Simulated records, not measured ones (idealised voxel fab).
The name of this process module is voxel gate over fins.
Section shown: cut. Width: 170 nm. Cell size: 5 nm, square.
A cross-section is a grid of square cells, given in bands from the top down. A band is one or more rows of cells. The band entry comprises the height of the band's top followed by the height of its bottom, expressed in nm, and subsequently the band's materials from left to right, each stated together with its width in nm. Where a single material is marked with the word "everywhere", that material fills the band from edge to edge. The word "empty" represents empty space. Heads up on the height convention: 0 is the point under which the incoming wafer is all one material, and the lowest band has no bottom, it just keeps going down, like "0 down". Think of "30..40" as a width that walks from the first number to the second as you go down the band, top row to bottom row, taking equal-sized steps from row to row. Key: "nothing changed" - step with no changed cell in the cross-section. The entry titled "Completely enclosed voids" provides the empty spaces that have no open way to the top, restricted to those of 8 cells or more. Each is presented as width x height at distance, the distance being measured from the left edge, with all three in nm. Note: text after step settings on the step line = simulator remark on that step. Among the settings permitted on a step's line is "overlay nm"; applied to a step with a mask, it specifies the extent to which the mask lay to the right of its planned position, whereas a negative figure signifies a position to the left. Pairs follow: section before one process step, section after it down to the lowest changed band, step with settings underneath. Pairs may come from different runs of this module on the same starting wafer; continuity with the pair above only as stated in the "Ex-ante state" entry.

# Ex-ante state
5 to 0 | SiO2: 15 / SiN: 15 / SiO2: 10 / TiN: 5 / W: 5 / TiN: 5 / SiO2: 20 / SiN: 15 / SiO2: 45 / SiN: 15 / SiO2: 20
0 to -20 | SiO2: 20 / Si: 5 / SiO2: 15 / TiN: 5 / W: 5 / TiN: 5 / SiO2: 25 / Si: 5 / SiO2: 55 / Si: 5 / SiO2: 25
-20 to -25 | SiO2: 20 / Si: 5 / SiO2: 15 / TiN: 15 / SiO2: 25 / Si: 5 / SiO2: 55 / Si: 5 / SiO2: 25
-25 to -35 | SiO2: 20 / Si: 5 / SiO2: 55 / Si: 5 / SiO2: 55 / Si: 5 / SiO2: 25
-35 down | Si everywhere
Completely enclosed voids: none

# Resulting Cross-Section
5 to 0 | SiO2: 15 / SiN: 15 / SiO2: 10 / empty: 15 / SiO2: 20 / SiN: 15 / SiO2: 45 / SiN: 15 / SiO2: 20
0 to -20 | SiO2: 20 / Si: 5 / SiO2: 15 / empty: 15 / SiO2: 25 / Si: 5 / SiO2: 55 / Si: 5 / SiO2: 25
Everything under -20 stays put, no change at all.
Completely enclosed voids: none
What is the step between the two cross-sections above? op SELECTIVE_ETCH | etch materials W Ru TiN | depth nm 25

Ex-ante state: For the state before this step, see the after cross-section of the pair located directly above.

# Resulting Cross-Section
10 to 5 | SiO2 everywhere
5 to 0 | SiO2: 15 / SiN: 15 / SiO2: 45 / SiN: 15 / SiO2: 45 / SiN: 15 / SiO2: 20
0 to -20 | SiO2: 20 / Si: 5 / SiO2: 55 / Si: 5 / SiO2: 55 / Si: 5 / SiO2: 25
Everything under -20 stays put, no change at all.
Completely enclosed voids: none
What is the step between the two cross-sections above? op FILL_DEP | material SiO2 | thk nm 5

Ex-ante state: For the state before this step, see the after cross-section of the pair located directly above.

# Resulting Cross-Section
5 to 0 | SiO2: 15 / SiN: 15 / SiO2: 45 / SiN: 15 / SiO2: 45 / SiN: 15 / SiO2: 20
Everything under 0 stays put, no change at all.
Completely enclosed voids: none
What is the step between the two cross-sections above? op CMP | height nm 5

Ex-ante state: For the state before this step, see the after cross-section of the pair located directly above.

# Resulting Cross-Section
5 to 0 | empty: 15 / SiN: 15 / empty: 45 / SiN: 15 / empty: 45 / SiN: 15 / empty: 20
0 to -15 | empty: 20 / Si: 5 / empty: 55 / Si: 5 / empty: 55 / Si: 5 / empty: 25
Everything under -15 stays put, no change at all.
Completely enclosed voids: none
What is the step between the two cross-sections above? op SELECTIVE_ETCH | etch materials SiO2 | depth nm 20

Ex-ante state: For the state before this step, see the after cross-section of the pair located directly above.

# Resulting Cross-Section
0 to -15 | empty: 20 / Si: 5 / empty: 55 / Si: 5 / empty: 55 / Si: 5 / empty: 25
Everything under -15 stays put, no change at all.
Completely enclosed voids: none
What is the step between the two cross-sections above? op STRIP | etch materials SiN

Ex-ante state: For the state before this step, see the after cross-section of the pair located directly above.

# Resulting Cross-Section
5 to 0 | empty: 15 / HfO2: 15 / empty: 45 / HfO2: 15 / empty: 45 / HfO2: 15 / empty: 20
0 to -10 | empty: 15 / HfO2: 5 / Si: 5 / HfO2: 5 / empty: 45 / HfO2: 5 / Si: 5 / HfO2: 5 / empty: 45 / HfO2: 5 / Si: 5 / HfO2: 5 / empty: 20
-10 to -15 | HfO2: 20 / Si: 5 / HfO2: 55 / Si: 5 / HfO2: 55 / Si: 5 / HfO2: 25
Everything under -15 stays put, no change at all.
Completely enclosed voids: none
What is the step between the two cross-sections above? op CONFORMAL_DEP | material HfO2 | thk nm 5

Ex-ante state: For the state before this step, see the after cross-section of the pair located directly above.

# Resulting Cross-Section
10 to 5 | empty: 10 / TiN: 25 / empty: 35 / TiN: 25 / empty: 35 / TiN: 25 / empty: 15
5 to 0 | empty: 10 / TiN: 5 / HfO2: 15 / TiN: 5 / empty: 35 / TiN: 5 / HfO2: 15 / TiN: 5 / empty: 35 / TiN: 5 / HfO2: 15 / TiN: 5 / empty: 15
0 to -5 | empty: 10 / TiN: 5 / HfO2: 5 / Si: 5 / HfO2: 5 / TiN: 5 / empty: 35 / TiN: 5 / HfO2: 5 / Si: 5 / HfO2: 5 / TiN: 5 / empty: 35 / TiN: 5 / HfO2: 5 / Si: 5 / HfO2: 5 / TiN: 5 / empty: 15
-5 to -10 | TiN: 15 / HfO2: 5 / Si: 5 / HfO2: 5 / TiN: 45 / HfO2: 5 / Si: 5 / HfO2: 5 / TiN: 45 / HfO2: 5 / Si: 5 / HfO2: 5 / TiN: 20
Everything under -10 stays put, no change at all.
Completely enclosed voids: none
What is the step between the two cross-sections above? op CONFORMAL_DEP | material TiN | thk nm 5

Ex-ante state: For the state before this step, see the after cross-section of the pair located directly above.

# Resulting Cross-Section
20 to 10 | W everywhere
10 to 5 | W: 10 / TiN: 25 / W: 35 / TiN: 25 / W: 35 / TiN: 25 / W: 15
5 to 0 | W: 10 / TiN: 5 / HfO2: 15 / TiN: 5 / W: 35 / TiN: 5 / HfO2: 15 / TiN: 5 / W: 35 / TiN: 5 / HfO2: 15 / TiN: 5 / W: 15
0 to -5 | W: 10 / TiN: 5 / HfO2: 5 / Si: 5 / HfO2: 5 / TiN: 5 / W: 35 / TiN: 5 / HfO2: 5 / Si: 5 / HfO2: 5 / TiN: 5 / W: 35 / TiN: 5 / HfO2: 5 / Si: 5 / HfO2: 5 / TiN: 5 / W: 15
Everything under -5 stays put, no change at all.
Completely enclosed voids: none
What is the step between the two cross-sections above? op FILL_DEP | material W | thk nm 10

Ex-ante state: For the state before this step, see the after cross-section of the pair located directly above.

# Resulting Cross-Section
15 to 10 | W everywhere
Everything under 10 stays put, no change at all.
Completely enclosed voids: none
What is the step between the two cross-sections above? op CMP | height nm 15

Ex-ante state: For the state before this step, see the after cross-section of the pair located directly above.

# Resulting Cross-Section
25 to 15 | SiCN everywhere
Everything under 15 stays put, no change at all.
Completely enclosed voids: none
What is the step between the two cross-sections above? op CONFORMAL_DEP | material SiCN | thk nm 10

# Ex-ante state
5 to 0 | empty: 15 / SiN: 15 / empty: 45 / SiN: 15 / empty: 45 / SiN: 15 / empty: 20
0 to -15 | empty: 20 / Si: 5 / empty: 55 / Si: 5 / empty: 55 / Si: 5 / empty: 25
-15 to -20 | SiO2: 20 / Si: 5 / SiO2: 55 / Si: 5 / SiO2: 55 / Si: 5 / SiO2: 25
-20 to -25 | SiO2: 20 / Si: 5 / SiO2: 20 / TiN: 15 / SiO2: 20 / Si: 5 / SiO2: 55 / Si: 5 / SiO2: 25
-25 to -35 | SiO2: 20 / Si: 5 / SiO2: 55 / Si: 5 / SiO2: 55 / Si: 5 / SiO2: 25
-35 down | Si everywhere
Completely enclosed voids: none

# Resulting Cross-Section
5 to 0 | empty: 15 / SiN: 15 / empty: 45 / SiN: 15 / empty: 45 / SiN: 15 / empty: 20
0 to -35 | empty: 20 / Si: 5 / empty: 55 / Si: 5 / empty: 55 / Si: 5 / empty: 25
Everything under -35 stays put, no change at all.
Completely enclosed voids: none
What is the step between the two cross-sections above? op STRIP | etch materials SiO2

Ex-ante state: For the state before this step, see the after cross-section of the pair located directly above.

# Resulting Cross-Section
10 to 5 | empty: 10 / HfO2: 25 / empty: 35 / HfO2: 25 / empty: 35 / HfO2: 25 / empty: 15
5 to 0 | empty: 10 / HfO2: 5 / SiN: 15 / HfO2: 5 / empty: 35 / HfO2: 5 / SiN: 15 / HfO2: 5 / empty: 35 / HfO2: 5 / SiN: 15 / HfO2: 5 / empty: 15
0 to -5 | empty: 10 / HfO2: 10 / Si: 5 / HfO2: 10 / empty: 35 / HfO2: 10 / Si: 5 / HfO2: 10 / empty: 35 / HfO2: 10 / Si: 5 / HfO2: 10 / empty: 15
-5 to -30 | empty: 15 / HfO2: 5 / Si: 5 / HfO2: 5 / empty: 45 / HfO2: 5 / Si: 5 / HfO2: 5 / empty: 45 / HfO2: 5 / Si: 5 / HfO2: 5 / empty: 20
-30 to -35 | HfO2: 20 / Si: 5 / HfO2: 55 / Si: 5 / HfO2: 55 / Si: 5 / HfO2: 25
Everything under -35 stays put, no change at all.
Completely enclosed voids: none
What is the step between the two cross-sections above? op CONFORMAL_DEP | material HfO2 | thk nm 5

Ex-ante state: For the state before this step, see the after cross-section of the pair located directly above.

# Resulting Cross-Section
15 to 10 | empty: 5 / TiN: 35 / empty: 25 / TiN: 35 / empty: 25 / TiN: 35 / empty: 10
10 to 5 | empty: 5 / TiN: 5 / HfO2: 25 / TiN: 5 / empty: 25 / TiN: 5 / HfO2: 25 / TiN: 5 / empty: 25 / TiN: 5 / HfO2: 25 / TiN: 5 / empty: 10
5 to 0 | empty: 5 / TiN: 5 / HfO2: 5 / SiN: 15 / HfO2: 5 / TiN: 5 / empty: 25 / TiN: 5 / HfO2: 5 / SiN: 15 / HfO2: 5 / TiN: 5 / empty: 25 / TiN: 5 / HfO2: 5 / SiN: 15 / HfO2: 5 / TiN: 5 / empty: 10
0 to -10 | empty: 5 / TiN: 5..10 / HfO2: 10..5 / Si: 5 / HfO2: 10..5 / TiN: 5..10 / empty: 25 / TiN: 5..10 / HfO2: 10..5 / Si: 5 / HfO2: 10..5 / TiN: 5..10 / empty: 25 / TiN: 5..10 / HfO2: 10..5 / Si: 5 / HfO2: 10..5 / TiN: 5..10 / empty: 10
-10 to -25 | empty: 10 / TiN: 5 / HfO2: 5 / Si: 5 / HfO2: 5 / TiN: 5 / empty: 35 / TiN: 5 / HfO2: 5 / Si: 5 / HfO2: 5 / TiN: 5 / empty: 35 / TiN: 5 / HfO2: 5 / Si: 5 / HfO2: 5 / TiN: 5 / empty: 15
-25 to -30 | TiN: 15 / HfO2: 5 / Si: 5 / HfO2: 5 / TiN: 45 / HfO2: 5 / Si: 5 / HfO2: 5 / TiN: 45 / HfO2: 5 / Si: 5 / HfO2: 5 / TiN: 20
Everything under -30 stays put, no change at all.
Completely enclosed voids: none
What is the step between the two cross-sections above? op CONFORMAL_DEP | material TiN | thk nm 5

Ex-ante state: For the state before this step, see the after cross-section of the pair located directly above.

# Resulting Cross-Section
25 to 15 | W everywhere
15 to 10 | W: 5 / TiN: 35 / W: 25 / TiN: 35 / W: 25 / TiN: 35 / W: 10
10 to 5 | W: 5 / TiN: 5 / HfO2: 25 / TiN: 5 / W: 25 / TiN: 5 / HfO2: 25 / TiN: 5 / W: 25 / TiN: 5 / HfO2: 25 / TiN: 5 / W: 10
5 to 0 | W: 5 / TiN: 5 / HfO2: 5 / SiN: 15 / HfO2: 5 / TiN: 5 / W: 25 / TiN: 5 / HfO2: 5 / SiN: 15 / HfO2: 5 / TiN: 5 / W: 25 / TiN: 5 / HfO2: 5 / SiN: 15 / HfO2: 5 / TiN: 5 / W: 10
0 to -10 | W: 5 / TiN: 5..10 / HfO2: 10..5 / Si: 5 / HfO2: 10..5 / TiN: 5..10 / W: 25 / TiN: 5..10 / HfO2: 10..5 / Si: 5 / HfO2: 10..5 / TiN: 5..10 / W: 25 / TiN: 5..10 / HfO2: 10..5 / Si: 5 / HfO2: 10..5 / TiN: 5..10 / W: 10
-10 to -15 | W: 10 / TiN: 5 / HfO2: 5 / Si: 5 / HfO2: 5 / TiN: 5 / W: 35 / TiN: 5 / HfO2: 5 / Si: 5 / HfO2: 5 / TiN: 5 / W: 35 / TiN: 5 / HfO2: 5 / Si: 5 / HfO2: 5 / TiN: 5 / W: 15
-15 to -20 | empty: 5 / W: 5 / TiN: 5 / HfO2: 5 / Si: 5 / HfO2: 5 / TiN: 5 / W: 35 / TiN: 5 / HfO2: 5 / Si: 5 / HfO2: 5 / TiN: 5 / W: 35 / TiN: 5 / HfO2: 5 / Si: 5 / HfO2: 5 / TiN: 5 / W: 15
-20 to -25 | W: 10 / TiN: 5 / HfO2: 5 / Si: 5 / HfO2: 5 / TiN: 5 / W: 35 / TiN: 5 / HfO2: 5 / Si: 5 / HfO2: 5 / TiN: 5 / W: 35 / TiN: 5 / HfO2: 5 / Si: 5 / HfO2: 5 / TiN: 5 / W: 15
Everything under -25 stays put, no change at all.
Completely enclosed voids: none
What is the step between the two cross-sections above? op FILL_DEP | material W | thk nm 10

Ex-ante state: For the state before this step, see the after cross-section of the pair located directly above.

# Resulting Cross-Section
15 to 10 | W: 5 / TiN: 35 / W: 25 / TiN: 35 / W: 25 / TiN: 35 / W: 10
Everything under 10 stays put, no change at all.
Completely enclosed voids: none
What is the step between the two cross-sections above? op CMP | height nm 15

Ex-ante state: For the state before this step, see the after cross-section of the pair located directly above.

# Resulting Cross-Section
25 to 15 | SiCN everywhere
Everything under 15 stays put, no change at all.
Completely enclosed voids: none
What is the step between the two cross-sections above? op CONFORMAL_DEP | material SiCN | thk nm 10

# Ex-ante state
15 to 5 | aC everywhere
5 to 0 | SiN everywhere
0 down | Si everywhere
Completely enclosed voids: none

# Resulting Cross-Section
40 to 15 | resist: 15 / empty: 15 / resist: 45 / empty: 15 / resist: 45 / empty: 15 / resist: 20
Everything under 15 stays put, no change at all.
Completely enclosed voids: none
What is the step between the two cross-sections above? op PATTERN | tone open | mask id FINS | material resist | width nm 15 | pitch nm 60 | thk nm 25 | overlay nm 0

Ex-ante state: For the state before this step, see the after cross-section of the pair located directly above.

# Resulting Cross-Section
30 to 15 | resist: 15 / empty: 15 / resist: 45 / empty: 15 / resist: 45 / empty: 15 / resist: 20
15 to 5 | aC: 15 / empty: 15 / aC: 45 / empty: 15 / aC: 45 / empty: 15 / aC: 20
Everything under 5 stays put, no change at all.
Completely enclosed voids: none
What is the step between the two cross-sections above? op DIRECTIONAL_ETCH | etch materials aC | depth nm 10

Ex-ante state: For the state before this step, see the after cross-section of the pair located directly above.

# Resulting Cross-Section
15 to 5 | aC: 15 / empty: 15 / aC: 45 / empty: 15 / aC: 45 / empty: 15 / aC: 20
Everything under 5 stays put, no change at all.
Completely enclosed voids: none
What is the step between the two cross-sections above? op STRIP | etch materials resist

Ex-ante state: For the state before this step, see the after cross-section of the pair located directly above.

# Resulting Cross-Section
15 to 5 | aC: 15 / empty: 15 / aC: 45 / empty: 15 / aC: 45 / empty: 15 / aC: 20
5 to 0 | SiN: 15 / empty: 15 / SiN: 45 / empty: 15 / SiN: 45 / empty: 15 / SiN: 20
Everything under 0 stays put, no change at all.
Completely enclosed voids: none
What is the step between the two cross-sections above? op DIRECTIONAL_ETCH | etch materials SiN | depth nm 5

Ex-ante state: For the state before this step, see the after cross-section of the pair located directly above.

# Resulting Cross-Section
15 to 5 | aC: 15 / empty: 15 / aC: 45 / empty: 15 / aC: 45 / empty: 15 / aC: 20
5 to 0 | SiN: 15 / empty: 15 / SiN: 45 / empty: 15 / SiN: 45 / empty: 15 / SiN: 20
0 to -30 | Si: 15 / empty: 15 / Si: 45 / empty: 15 / Si: 45 / empty: 15 / Si: 20
Everything under -30 stays put, no change at all.
Completely enclosed voids: none
What is the step between the two cross-sections above? op DIRECTIONAL_ETCH | etch materials Si | depth nm 30

Ex-ante state: For the state before this step, see the after cross-section of the pair located directly above.

# Resulting Cross-Section
5 to 0 | SiN: 15 / empty: 15 / SiN: 45 / empty: 15 / SiN: 45 / empty: 15 / SiN: 20
Everything under 0 stays put, no change at all.
Completely enclosed voids: none
What is the step between the two cross-sections above? op STRIP | etch materials aC

Ex-ante state: For the state before this step, see the after cross-section of the pair located directly above.

# Resulting Cross-Section
5 to 0 | SiN: 15 / empty: 15 / SiN: 45 / empty: 15 / SiN: 45 / empty: 15 / SiN: 20
0 to -30 | Si: 10 / SiO2: 5 / empty: 15 / SiO2: 5 / Si: 35 / SiO2: 5 / empty: 15 / SiO2: 5 / Si: 35 / SiO2: 5 / empty: 15 / SiO2: 5 / Si: 15
-30 to -35 | Si: 10 / SiO2: 25 / Si: 35 / SiO2: 25 / Si: 35 / SiO2: 25 / Si: 15
Everything under -35 stays put, no change at all.
Completely enclosed voids: none
What is the step between the two cross-sections above? op OXIDIZE | depth nm 5

Ex-ante state: For the state before this step, see the after cross-section of the pair located directly above.

# Resulting Cross-Section
10 to 5 | SiO2 everywhere
5 to 0 | SiN: 15 / SiO2: 15 / SiN: 45 / SiO2: 15 / SiN: 45 / SiO2: 15 / SiN: 20
0 to -35 | Si: 10 / SiO2: 25 / Si: 35 / SiO2: 25 / Si: 35 / SiO2: 25 / Si: 15
Everything under -35 stays put, no change at all.
Completely enclosed voids: none
What is the step between the two cross-sections above? op FILL_DEP | material SiO2 | thk nm 5

Ex-ante state: For the state before this step, see the after cross-section of the pair located directly above.

# Resulting Cross-Section
5 to 0 | SiN: 15 / SiO2: 15 / SiN: 45 / SiO2: 15 / SiN: 45 / SiO2: 15 / SiN: 20
Everything under 0 stays put, no change at all.
Completely enclosed voids: none
What is the step between the two cross-sections above? op CMP | height nm 5

Ex-ante state: For the state before this step, see the after cross-section of the pair located directly above.

# Resulting Cross-Section
20 to 5 | aC everywhere
Everything under 5 stays put, no change at all.
Completely enclosed voids: none
What is the step between the two cross-sections above? op DIRECTIONAL_DEP | material aC | thk nm 15

Ex-ante state: For the state before this step, see the after cross-section of the pair located directly above.

# Resulting Cross-Section
50 to 20 | resist: 45 / empty: 15 / resist: 110
Everything under 20 stays put, no change at all.
Completely enclosed voids: none
What is the step between the two cross-sections above? op PATTERN | tone open | mask id RAIL | material resist | width nm 15 | thk nm 30 | overlay nm 0

Ex-ante state: For the state before this step, see the after cross-section of the pair located directly above.

# Resulting Cross-Section
35 to 20 | resist: 45 / empty: 15 / resist: 110
20 to 5 | aC: 45 / empty: 15 / aC: 110
Everything under 5 stays put, no change at all.
Completely enclosed voids: none
What is the step between the two cross-sections above? op DIRECTIONAL_ETCH | etch materials aC | depth nm 15

Ex-ante state: For the state before this step, see the after cross-section of the pair located directly above.

# Resulting Cross-Section
20 to 5 | aC: 45 / empty: 15 / aC: 110
Everything under 5 stays put, no change at all.
Completely enclosed voids: none
What is the step between the two cross-sections above? op STRIP | etch materials resist

Ex-ante state: For the state before this step, see the after cross-section of the pair located directly above.

# Resulting Cross-Section
5 to 0 | SiN: 15 / SiO2: 15 / SiN: 45 / SiO2: 15 / SiN: 45 / SiO2: 15 / SiN: 20
Everything under 0 stays put, no change at all.
Completely enclosed voids: none
What is the step between the two cross-sections above? op STRIP | etch materials aC

Ex-ante state: For the state before this step, see the after cross-section of the pair located directly above.

# Resulting Cross-Section
10 to 5 | TiN everywhere
Everything under 5 stays put, no change at all.
Completely enclosed voids: none
What is the step between the two cross-sections above? op CONFORMAL_DEP | material TiN | thk nm 5

Ex-ante state: For the state before this step, see the after cross-section of the pair located directly above.

# Resulting Cross-Section
20 to 10 | W everywhere
Everything under 10 stays put, no change at all.
Completely enclosed voids: none
What is the step between the two cross-sections above? op FILL_DEP | material W | thk nm 10

Ex-ante state: For the state before this step, see the after cross-section of the pair located directly above.

# Resulting Cross-Section
5 to 0 | SiN: 15 / SiO2: 15 / SiN: 45 / SiO2: 15 / SiN: 45 / SiO2: 15 / SiN: 20
Everything under 0 stays put, no change at all.
Completely enclosed voids: none
What is the step between the two cross-sections above? op CMP | height nm 5

Ex-ante state: For the state before this step, see the after cross-section of the pair located directly above.

# Resulting Cross-Section
10 to 5 | SiO2 everywhere
Everything under 5 stays put, no change at all.
Completely enclosed voids: none
What is the step between the two cross-sections above? op FILL_DEP | material SiO2 | thk nm 5

# Ex-ante state
5 to 0 | SiN: 15 / SiO2: 15 / SiN: 45 / SiO2: 15 / SiN: 45 / SiO2: 15 / SiN: 20
0 to -35 | Si: 10 / SiO2: 25 / Si: 35 / SiO2: 25 / Si: 35 / SiO2: 25 / Si: 15
-35 down | Si everywhere
Completely enclosed voids: none

# Resulting Cross-Section
5 to 0 | SiN: 15 / empty: 15 / SiN: 45 / empty: 15 / SiN: 45 / empty: 15 / SiN: 20
0 to -15 | Si: 10 / empty: 25 / Si: 35 / empty: 25 / Si: 35 / empty: 25 / Si: 15
Everything under -15 stays put, no change at all.
Completely enclosed voids: none
What is the step between the two cross-sections above? op SELECTIVE_ETCH | etch materials SiO2 | depth nm 20

Ex-ante state: For the state before this step, see the after cross-section of the pair located directly above.

# Resulting Cross-Section
0 to -15 | Si: 10 / empty: 25 / Si: 35 / empty: 25 / Si: 35 / empty: 25 / Si: 15
Everything under -15 stays put, no change at all.
Completely enclosed voids: none
What is the step between the two cross-sections above? op STRIP | etch materials SiN

Ex-ante state: For the state before this step, see the after cross-section of the pair located directly above.

# Resulting Cross-Section
5 to 0 | HfO2: 15 / empty: 15 / HfO2: 45 / empty: 15 / HfO2: 45 / empty: 15 / HfO2: 20
0 to -10 | Si: 10 / HfO2: 5 / empty: 15 / HfO2: 5 / Si: 35 / HfO2: 5 / empty: 15 / HfO2: 5 / Si: 35 / HfO2: 5 / empty: 15 / HfO2: 5 / Si: 15
-10 to -15 | Si: 10 / HfO2: 25 / Si: 35 / HfO2: 25 / Si: 35 / HfO2: 25 / Si: 15
Everything under -15 stays put, no change at all.
Completely enclosed voids: none
What is the step between the two cross-sections above? op CONFORMAL_DEP | material HfO2 | thk nm 5

Ex-ante state: For the state before this step, see the after cross-section of the pair located directly above.

# Resulting Cross-Section
10 to 5 | TiN: 20 / empty: 5 / TiN: 55 / empty: 5 / TiN: 55 / empty: 5 / TiN: 25
5 to 0 | HfO2: 15 / TiN: 5 / empty: 5 / TiN: 5 / HfO2: 45 / TiN: 5 / empty: 5 / TiN: 5 / HfO2: 45 / TiN: 5 / empty: 5 / TiN: 5 / HfO2: 20
0 to -5 | Si: 10 / HfO2: 5 / TiN: 5 / empty: 5 / TiN: 5 / HfO2: 5 / Si: 35 / HfO2: 5 / TiN: 5 / empty: 5 / TiN: 5 / HfO2: 5 / Si: 35 / HfO2: 5 / TiN: 5 / empty: 5 / TiN: 5 / HfO2: 5 / Si: 15
-5 to -10 | Si: 10 / HfO2: 5 / TiN: 15 / HfO2: 5 / Si: 35 / HfO2: 5 / TiN: 15 / HfO2: 5 / Si: 35 / HfO2: 5 / TiN: 15 / HfO2: 5 / Si: 15
Everything under -10 stays put, no change at all.
Completely enclosed voids: none
What is the step between the two cross-sections above? op CONFORMAL_DEP | material TiN | thk nm 5

Ex-ante state: For the state before this step, see the after cross-section of the pair located directly above.

# Resulting Cross-Section
20 to 10 | W everywhere
10 to 5 | TiN: 20 / W: 5 / TiN: 55 / W: 5 / TiN: 55 / W: 5 / TiN: 25
5 to 0 | HfO2: 15 / TiN: 5 / W: 5 / TiN: 5 / HfO2: 45 / TiN: 5 / W: 5 / TiN: 5 / HfO2: 45 / TiN: 5 / W: 5 / TiN: 5 / HfO2: 20
0 to -5 | Si: 10 / HfO2: 5 / TiN: 5 / W: 5 / TiN: 5 / HfO2: 5 / Si: 35 / HfO2: 5 / TiN: 5 / W: 5 / TiN: 5 / HfO2: 5 / Si: 35 / HfO2: 5 / TiN: 5 / W: 5 / TiN: 5 / HfO2: 5 / Si: 15
Everything under -5 stays put, no change at all.
Completely enclosed voids: none
What is the step between the two cross-sections above? op FILL_DEP | material W | thk nm 10

Ex-ante state: For the state before this step, see the after cross-section of the pair located directly above.

# Resulting Cross-Section
15 to 10 | W everywhere
Everything under 10 stays put, no change at all.
Completely enclosed voids: none
What is the step between the two cross-sections above? op CMP | height nm 15

Ex-ante state: For the state before this step, see the after cross-section of the pair located directly above.

# Resulting Cross-Section
25 to 15 | SiCN everywhere
Everything under 15 stays put, no change at all.
Completely enclosed voids: none
What is the step between the two cross-sections above? op CONFORMAL_DEP | material SiCN | thk nm 10
